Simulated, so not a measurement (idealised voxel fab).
process module | voxel double patterning
cross-section cut | 215 nm wide | cells 5 nm
A cross-section is a grid of square cells, given in bands from the top down. A band is one or more rows of cells.
Each band's line starts with the height of the band's top and of its bottom, in nm. Then come its materials from left to right, each with its width in nm. One material with "throughout" fills the band from edge to edge. "air" is empty space.
Height 0 is the level under which the wafer as received is all one material. The lowest band goes on downwards, as in "0 down".
A width such as "30 to 40" changes by the same amount from each row of cells to the next, from the band's top row to its bottom row.
"no change" after a step means that no cell of the cross-section changed.
closed voids: empty space of 8 cells or more with no open way to the top, each as width x height at its distance from the left edge, in nm
after a step's settings: what the simulator itself notes on the step
overlay nm, on a step with a mask: how far to the right of its planned place the mask lay; to the left if negative
plan
1 op RECEIVE | material Si
2 op CONFORMAL_DEP | material SiO2 | thk nm 5
3 op DIRECTIONAL_DEP | material TiN | thk nm 20
4 op DIRECTIONAL_DEP | material SiCN | thk nm 5
5 op PATTERN | tone open | mask id FIRST | material resist | width nm 15 | pitch nm 50 | thk nm 15 | overlay nm 0
6 op DIRECTIONAL_ETCH | etch materials SiCN | depth nm 5
7 op STRIP | etch materials resist
8 op PATTERN | tone open | mask id SECOND | material resist | width nm 15 | thk nm 20 | overlay nm 0
9 op DIRECTIONAL_ETCH | etch materials SiCN | depth nm 5
10 op STRIP | etch materials resist
11 op DIRECTIONAL_ETCH | etch materials TiN | depth nm 20
12 op STRIP | etch materials SiCN
as received, after step 1
  0 down: Si throughout
  closed voids: none
first wafer at the end, as planned
  25 to 5: TiN 75 | air 15 | TiN 10 | air 15 | TiN 10 | air 15 | TiN 75
  5 to 0: SiO2 throughout
  0 down: Si throughout
  closed voids: none
second wafer at the end: like start, like plan, one mistake
  25 to 20: SiO2 throughout
  20 to 0: TiN throughout
  0 down: Si throughout
  closed voids: none
what went wrong: steps 2 and 3 were swapped
at the end the second wafer has, in cells: 36 more of TiN
